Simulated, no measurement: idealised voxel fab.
Module name: voxel self aligned contacts (process module)
The cross-section on display is named cut; it measures 280 nm wide, and its cells are 5 nm squares.
Cross-sections here: square-cell grids, written as top-down lists of bands, a band being one or more rows of cells. Band: top and bottom heights (nm) first, top before bottom; then materials from left to right, widths in nm. "throughout" marks a sole material filling the band edge to edge. "air" denotes empty space. Heights are reckoned from 0. Under this level, the received wafer is all of one material. The bottommost band is open-ended downward, for example "0..down". The two numbers in a width such as "30 to 40" mark its ends across the band: the first belongs to the top row of cells, the second to the bottom row, and from each row to the next the width moves by the same amount. Given "remained unchanged" for a step, no cell of the cross-section differs between before and after that step. Any empty space of 8 cells or more lacking an open way to the top shows up in "Closed voids list" as width x height at distance, distance from the left edge, in nm. Anything after a step's settings on that line? It's the simulator's own note about the step. overlay nm: how far to the right of its planned place the mask lay on this masked step (negative: to the left).

So here's the lineup of process steps we planned
1) RECEIVE [material Si]
2) CONFORMAL_DEP [material SiO2] [thk nm 5]
3) DIRECTIONAL_DEP [material polySi] [thk nm 25]
4) DIRECTIONAL_DEP [material SiN] [thk nm 20]
5) PATTERN [tone cover] [mask id GATE] [material resist] [width nm 30] [pitch nm 55] [thk nm 20] [overlay nm 0]
6) DIRECTIONAL_ETCH [etch materials SiN] [depth nm 20]
7) DIRECTIONAL_ETCH [etch materials polySi] [depth nm 25]
8) STRIP [etch materials resist]
9) CONFORMAL_DEP [material SiN] [thk nm 5]
10) DIRECTIONAL_ETCH [etch materials SiN] [depth nm 5]
11) FILL_DEP [material SiO2] [thk nm 10]
12) CMP [height nm 55]
13) PATTERN [tone open] [mask id CONTACT] [material resist] [width nm 35] [pitch nm 55] [thk nm 15] [overlay nm 0]
14) DIRECTIONAL_ETCH [etch materials SiO2] [depth nm 55]
15) STRIP [etch materials resist]
16) CONFORMAL_DEP [material TiN] [thk nm 5]
17) FILL_DEP [material W] [thk nm 10]
18) CMP [height nm 55]
19) CONFORMAL_DEP [material SiN] [thk nm 5]

What follows covers the first of two wafers; it ran as planned

As-received state of the wafer in cross-section, equivalent to post-step 1
* 0..down: Si throughout
* Closed voids list: none

Presented here is a cross-section of the wafer after step 2 has been performed
* 5..0: SiO2 throughout
* Below 0, the layers are the same as they were.

Presented here is a cross-section of the wafer after step 3 has been performed
* 30..5: polySi throughout
* Below 5, the layers are the same as they were.

Presented here is a cross-section of the wafer after step 4 has been performed
* 50..30: SiN throughout
* Below 30, the layers are the same as they were.

Presented here is a cross-section of the wafer after step 5 has been performed
* 70..50: 70 nm air, then 30 nm resist, then 25 nm air, then 30 nm resist, then 25 nm air, then 30 nm resist, then 70 nm air
* Below 50, the layers are the same as they were.

Presented here is a cross-section of the wafer after step 6 has been performed
* 70..50: 70 nm air, then 30 nm resist, then 25 nm air, then 30 nm resist, then 25 nm air, then 30 nm resist, then 70 nm air
* 50..30: 70 nm air, then 30 nm SiN, then 25 nm air, then 30 nm SiN, then 25 nm air, then 30 nm SiN, then 70 nm air
* Below 30, the layers are the same as they were.

Presented here is a cross-section of the wafer after step 7 has been performed
* 70..50: 70 nm air, then 30 nm resist, then 25 nm air, then 30 nm resist, then 25 nm air, then 30 nm resist, then 70 nm air
* 50..30: 70 nm air, then 30 nm SiN, then 25 nm air, then 30 nm SiN, then 25 nm air, then 30 nm SiN, then 70 nm air
* 30..5: 70 nm air, then 30 nm polySi, then 25 nm air, then 30 nm polySi, then 25 nm air, then 30 nm polySi, then 70 nm air
* Below 5, the layers are the same as they were.

Presented here is a cross-section of the wafer after step 8 has been performed
* 50..30: 70 nm air, then 30 nm SiN, then 25 nm air, then 30 nm SiN, then 25 nm air, then 30 nm SiN, then 70 nm air
* Below 30, the layers are the same as they were.

Presented here is a cross-section of the wafer after step 9 has been performed
* 55..30: 65 nm air, then 40 nm SiN, then 15 nm air, then 40 nm SiN, then 15 nm air, then 40 nm SiN, then 65 nm air
* 30..10: 65 nm air, then 5 nm SiN, then 30 nm polySi, then 5 nm SiN, then 15 nm air, then 5 nm SiN, then 30 nm polySi, then 5 nm SiN, then 15 nm air, then 5 nm SiN, then 30 nm polySi, then 5 nm SiN, then 65 nm air
* 10..5: 70 nm SiN, then 30 nm polySi, then 25 nm SiN, then 30 nm polySi, then 25 nm SiN, then 30 nm polySi, then 70 nm SiN
* Below 5, the layers are the same as they were.

Presented here is a cross-section of the wafer after step 10 has been performed
* 50..30: 65 nm air, then 40 nm SiN, then 15 nm air, then 40 nm SiN, then 15 nm air, then 40 nm SiN, then 65 nm air
* 30..5: 65 nm air, then 5 nm SiN, then 30 nm polySi, then 5 nm SiN, then 15 nm air, then 5 nm SiN, then 30 nm polySi, then 5 nm SiN, then 15 nm air, then 5 nm SiN, then 30 nm polySi, then 5 nm SiN, then 65 nm air
* Below 5, the layers are the same as they were.

Presented here is a cross-section of the wafer after step 11 has been performed
* 60..50: SiO2 throughout
* 50..30: 65 nm SiO2, then 40 nm SiN, then 15 nm SiO2, then 40 nm SiN, then 15 nm SiO2, then 40 nm SiN, then 65 nm SiO2
* 30..5: 65 nm SiO2, then 5 nm SiN, then 30 nm polySi, then 5 nm SiN, then 15 nm SiO2, then 5 nm SiN, then 30 nm polySi, then 5 nm SiN, then 15 nm SiO2, then 5 nm SiN, then 30 nm polySi, then 5 nm SiN, then 65 nm SiO2
* Below 5, the layers are the same as they were.

Presented here is a cross-section of the wafer after step 12 has been performed
* 55..50: SiO2 throughout
* Below 50, the layers are the same as they were.

Presented here is a cross-section of the wafer after step 13 has been performed
* 70..55: 95 nm resist, then 35 nm air, then 20 nm resist, then 35 nm air, then 95 nm resist
* Below 55, the layers are the same as they were.

Presented here is a cross-section of the wafer after step 14 has been performed
* 70..55: 95 nm resist, then 35 nm air, then 20 nm resist, then 35 nm air, then 95 nm resist
* 55..50: 95 nm SiO2, then 35 nm air, then 20 nm SiO2, then 35 nm air, then 95 nm SiO2
* 50..30: 65 nm SiO2, then 40 nm SiN, then 15 nm air, then 40 nm SiN, then 15 nm air, then 40 nm SiN, then 65 nm SiO2
* 30..5: 65 nm SiO2, then 5 nm SiN, then 30 nm polySi, then 5 nm SiN, then 15 nm air, then 5 nm SiN, then 30 nm polySi, then 5 nm SiN, then 15 nm air, then 5 nm SiN, then 30 nm polySi, then 5 nm SiN, then 65 nm SiO2
* 5..0: 105 nm SiO2, then 15 nm air, then 40 nm SiO2, then 15 nm air, then 105 nm SiO2
* Below 0, the layers are the same as they were.

Presented here is a cross-section of the wafer after step 15 has been performed
* 55..50: 95 nm SiO2, then 35 nm air, then 20 nm SiO2, then 35 nm air, then 95 nm SiO2
* Below 50, the layers are the same as they were.

Presented here is a cross-section of the wafer after step 16 has been performed
* 60..55: 100 nm TiN, then 25 nm air, then 30 nm TiN, then 25 nm air, then 100 nm TiN
* 55..50: 95 nm SiO2, then 15 nm TiN, then 5 nm air, then 15 nm TiN, then 20 nm SiO2, then 15 nm TiN, then 5 nm air, then 15 nm TiN, then 95 nm SiO2
* 50..30: 65 nm SiO2, then 40 nm SiN, then 5 nm TiN, then 5 nm air, then 5 nm TiN, then 40 nm SiN, then 5 nm TiN, then 5 nm air, then 5 nm TiN, then 40 nm SiN, then 65 nm SiO2
* 30..5: 65 nm SiO2, then 5 nm SiN, then 30 nm polySi, then 5 nm SiN, then 5 nm TiN, then 5 nm air, then 5 nm TiN, then 5 nm SiN, then 30 nm polySi, then 5 nm SiN, then 5 nm TiN, then 5 nm air, then 5 nm TiN, then 5 nm SiN, then 30 nm polySi, then 5 nm SiN, then 65 nm SiO2
* 5..0: 105 nm SiO2, then 15 nm TiN, then 40 nm SiO2, then 15 nm TiN, then 105 nm SiO2
* Below 0, the layers are the same as they were.

Presented here is a cross-section of the wafer after step 17 has been performed
* 70..60: W throughout
* 60..55: 100 nm TiN, then 25 nm W, then 30 nm TiN, then 25 nm W, then 100 nm TiN
* 55..50: 95 nm SiO2, then 15 nm TiN, then 5 nm W, then 15 nm TiN, then 20 nm SiO2, then 15 nm TiN, then 5 nm W, then 15 nm TiN, then 95 nm SiO2
* 50..30: 65 nm SiO2, then 40 nm SiN, then 5 nm TiN, then 5 nm W, then 5 nm TiN, then 40 nm SiN, then 5 nm TiN, then 5 nm W, then 5 nm TiN, then 40 nm SiN, then 65 nm SiO2
* 30..5: 65 nm SiO2, then 5 nm SiN, then 30 nm polySi, then 5 nm SiN, then 5 nm TiN, then 5 nm W, then 5 nm TiN, then 5 nm SiN, then 30 nm polySi, then 5 nm SiN, then 5 nm TiN, then 5 nm W, then 5 nm TiN, then 5 nm SiN, then 30 nm polySi, then 5 nm SiN, then 65 nm SiO2
* Below 5, the layers are the same as they were.

Presented here is a cross-section of the wafer after step 18 has been performed
* 55..50: 95 nm SiO2, then 15 nm TiN, then 5 nm W, then 15 nm TiN, then 20 nm SiO2, then 15 nm TiN, then 5 nm W, then 15 nm TiN, then 95 nm SiO2
* Below 50, the layers are the same as they were.

Presented here is a cross-section of the wafer after step 19 has been performed
* 60..55: SiN throughout
* Below 55, the layers are the same as they were.

Okay, second wafer. Nothing different at the start, nothing different in the plan, just one mistake somewhere in the running. As far as step 8, counting that step, it's the first wafer all over again

Cross-section of the second wafer corresponding to the planned conclusion of step 9: remained unchanged

Cross-section of the second wafer corresponding to the planned conclusion of step 10
* 45..30: 70 nm air, then 30 nm SiN, then 25 nm air, then 30 nm SiN, then 25 nm air, then 30 nm SiN, then 70 nm air
* Below 30, the layers are the same as they were.

Cross-section of the second wafer corresponding to the planned conclusion of step 11
* 55..45: SiO2 throughout
* 45..30: 70 nm SiO2, then 30 nm SiN, then 25 nm SiO2, then 30 nm SiN, then 25 nm SiO2, then 30 nm SiN, then 70 nm SiO2
* 30..5: 70 nm SiO2, then 30 nm polySi, then 25 nm SiO2, then 30 nm polySi, then 25 nm SiO2, then 30 nm polySi, then 70 nm SiO2
* Below 5, the layers are the same as they were.

Cross-section of the second wafer corresponding to the planned conclusion of step 12: remained unchanged

Cross-section of the second wafer corresponding to the planned conclusion of step 13
* 70..55: 95 nm resist, then 35 nm air, then 20 nm resist, then 35 nm air, then 95 nm resist
* Below 55, the layers are the same as they were.

Cross-section of the second wafer corresponding to the planned conclusion of step 14
* 70..55: 95 nm resist, then 35 nm air, then 20 nm resist, then 35 nm air, then 95 nm resist
* 55..45: 95 nm SiO2, then 35 nm air, then 20 nm SiO2, then 35 nm air, then 95 nm SiO2
* 45..30: 70 nm SiO2, then 30 nm SiN, then 25 nm air, then 30 nm SiN, then 25 nm air, then 30 nm SiN, then 70 nm SiO2
* 30..5: 70 nm SiO2, then 30 nm polySi, then 25 nm air, then 30 nm polySi, then 25 nm air, then 30 nm polySi, then 70 nm SiO2
* 5..0: 100 nm SiO2, then 25 nm air, then 30 nm SiO2, then 25 nm air, then 100 nm SiO2
* Below 0, the layers are the same as they were.

Cross-section of the second wafer corresponding to the planned conclusion of step 15
* 55..45: 95 nm SiO2, then 35 nm air, then 20 nm SiO2, then 35 nm air, then 95 nm SiO2
* Below 45, the layers are the same as they were.

Cross-section of the second wafer corresponding to the planned conclusion of step 16
* 60..55: 100 nm TiN, then 25 nm air, then 30 nm TiN, then 25 nm air, then 100 nm TiN
* 55..45: 95 nm SiO2, then 5 to 10 nm TiN, then 25 to 15 nm air, then 5 to 10 nm TiN, then 20 nm SiO2, then 5 to 10 nm TiN, then 25 to 15 nm air, then 5 to 10 nm TiN, then 95 nm SiO2
* 45..30: 70 nm SiO2, then 30 nm SiN, then 5 nm TiN, then 15 nm air, then 5 nm TiN, then 30 nm SiN, then 5 nm TiN, then 15 nm air, then 5 nm TiN, then 30 nm SiN, then 70 nm SiO2
* 30..5: 70 nm SiO2, then 30 nm polySi, then 5 nm TiN, then 15 nm air, then 5 nm TiN, then 30 nm polySi, then 5 nm TiN, then 15 nm air, then 5 nm TiN, then 30 nm polySi, then 70 nm SiO2
* 5..0: 100 nm SiO2, then 25 nm TiN, then 30 nm SiO2, then 25 nm TiN, then 100 nm SiO2
* Below 0, the layers are the same as they were.

Cross-section of the second wafer corresponding to the planned conclusion of step 17
* 70..60: W throughout
* 60..55: 100 nm TiN, then 25 nm W, then 30 nm TiN, then 25 nm W, then 100 nm TiN
* 55..45: 95 nm SiO2, then 5 to 10 nm TiN, then 25 to 15 nm W, then 5 to 10 nm TiN, then 20 nm SiO2, then 5 to 10 nm TiN, then 25 to 15 nm W, then 5 to 10 nm TiN, then 95 nm SiO2
* 45..30: 70 nm SiO2, then 30 nm SiN, then 5 nm TiN, then 15 nm W, then 5 nm TiN, then 30 nm SiN, then 5 nm TiN, then 15 nm W, then 5 nm TiN, then 30 nm SiN, then 70 nm SiO2
* 30..5: 70 nm SiO2, then 30 nm polySi, then 5 nm TiN, then 15 nm W, then 5 nm TiN, then 30 nm polySi, then 5 nm TiN, then 15 nm W, then 5 nm TiN, then 30 nm polySi, then 70 nm SiO2
* Below 5, the layers are the same as they were.

Cross-section of the second wafer corresponding to the planned conclusion of step 18
* 55..45: 95 nm SiO2, then 5 to 10 nm TiN, then 25 to 15 nm W, then 5 to 10 nm TiN, then 20 nm SiO2, then 5 to 10 nm TiN, then 25 to 15 nm W, then 5 to 10 nm TiN, then 95 nm SiO2
* Below 45, the layers are the same as they were.

Cross-section of the second wafer corresponding to the planned conclusion of step 19
* 60..55: SiN throughout
* Below 55, the layers are the same as they were.
Heads up, the wafer didn't run the way we planned it: the run left out plan step 9 entirely, so it was never executed
Wrapping up, a cell-based count of both wafers puts the second over or under the first for these materials: SiN: 72 fewer, SiO2: 28 more, W: 44 more
